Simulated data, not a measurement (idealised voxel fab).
This section sets out a process module, namely voxel gate over fins.
cross-section cut | 210 nm wide | cells 5 nm
A cross-section in this document is a grid of square cells, and it is written down as bands, the top band listed before the ones below it; a band is made up of one or more rows of cells.
Each band's line starts with the height of the band's top and of its bottom, in nm. Then come its materials from left to right, each with its width in nm. One material with "everywhere" fills the band from edge to edge. "empty" is empty space.
Below 0: as-received wafer, all one material; heights counted from there. Lowest band: no bottom, goes on down, written "0 down".
When a width is written as two numbers, as in "30->40", the first number is the width in the top row of cells of the band and the second is the width in its bottom row, and the width changes by the same amount from each row to the next.
A step reported as "same as before" is a step in which no cell of the cross-section changed.
"Closed-off voids" means: voids of 8 cells or more that are shut off from the top with no open way through. Written width x height at distance, distance from the left edge, in nm.
That trailing text on a step's line, after the settings, is the simulator's own remark on the step.
overlay nm: on a step with a mask, how far right of its planned place the mask lay; negative means left.
SET OUT BELOW ARE THE PLANNED STEPS OF THE PROCESS
1) RECEIVE [material Si]
2) CONFORMAL_DEP [material SiN] [thk nm 10]
3) DIRECTIONAL_DEP [material aC] [thk nm 15]
4) PATTERN [tone cover] [mask id FINS] [material resist] [width nm 15] [pitch nm 50] [thk nm 30] [overlay nm 0]
5) DIRECTIONAL_ETCH [etch materials aC] [depth nm 15]
6) STRIP [etch materials resist]
7) DIRECTIONAL_ETCH [etch materials SiN] [depth nm 10]
8) DIRECTIONAL_ETCH [etch materials Si] [depth nm 35]
9) STRIP [etch materials aC]
10) FILL_DEP [material SiO2] [thk nm 10]
11) CMP [height nm 10]
12) MASKED_ETCH [tone open] [mask id RAIL] [width nm 15] [etch materials SiO2] [depth nm 40] [overlay nm 0]
13) CONFORMAL_DEP [material TiN] [thk nm 5]
14) FILL_DEP [material W] [thk nm 5]
15) CMP [height nm 10]
16) SELECTIVE_ETCH [etch materials W Ru TiN] [depth nm 25]
17) FILL_DEP [material SiO2] [thk nm 5]
18) CMP [height nm 10]
19) SELECTIVE_ETCH [etch materials SiO2] [depth nm 20]
20) STRIP [etch materials SiN]
21) CONFORMAL_DEP [material HfO2] [thk nm 5]
22) CONFORMAL_DEP [material TiN] [thk nm 5]
23) CONFORMAL_DEP [material TiAl] [thk nm 5]
24) CONFORMAL_DEP [material TiN] [thk nm 5]
25) FILL_DEP [material W] [thk nm 15]
26) CMP [height nm 30]
27) CONFORMAL_DEP [material SiN] [thk nm 5]
STEP 1 COMPLETE: CROSS-SECTION OF THE WAFER AS RECEIVED
  0 down | Si everywhere
  Closed-off voids: none
FINAL WAFER PROFILE IN CROSS-SECTION AFTER THE MODULE, FROM THE SAME START AND PLAN AS ABOVE, WITH ONE MISTAKE MADE DURING PROCESSING
  35 to 30 | SiN everywhere
  30 to 15 | W everywhere
  15 to 10 | 30 of W | 45 of TiN | 5 of W | 45 of TiN | 5 of W | 45 of TiN | 35 of W
  10 to 5 | 30 of W | 5 of TiN | 35 of TiAl | 5 of TiN | 5 of W | 5 of TiN | 35 of TiAl | 5 of TiN | 5 of W | 5 of TiN | 35 of TiAl | 5 of TiN | 35 of W
  5 to 0 | 35 of TiN | 5 of TiAl | 25 of TiN | 5 of TiAl | 15 of TiN | 5 of TiAl | 25 of TiN | 5 of TiAl | 15 of TiN | 5 of TiAl | 25 of TiN | 5 of TiAl | 40 of TiN
  0 to -5 | 40 of TiAl | 5 of TiN | 15 of Si | 5 of TiN | 25 of TiAl | 5 of TiN | 15 of Si | 5 of TiN | 25 of TiAl | 5 of TiN | 15 of Si | 5 of TiN | 45 of TiAl
  -5 to -10 | 45 of TiN | 15 of Si | 35 of TiN | 15 of Si | 35 of TiN | 15 of Si | 50 of TiN
  -10 to -15 | 45 of SiO2 | 15 of Si | 35 of SiO2 | 15 of Si | 35 of SiO2 | 15 of Si | 50 of SiO2
  -15 to -25 | 45 of SiO2 | 15 of Si | 10 of SiO2 | 5 of TiN | 5 of W | 5 of TiN | 10 of SiO2 | 15 of Si | 35 of SiO2 | 15 of Si | 50 of SiO2
  -25 to -30 | 45 of SiO2 | 15 of Si | 10 of SiO2 | 15 of TiN | 10 of SiO2 | 15 of Si | 35 of SiO2 | 15 of Si | 50 of SiO2
  -30 to -35 | 45 of SiO2 | 15 of Si | 35 of SiO2 | 15 of Si | 35 of SiO2 | 15 of Si | 50 of SiO2
  -35 down | Si everywhere
  Closed-off voids: none
Processing error: step 21 from the plan never happened, it was just skipped
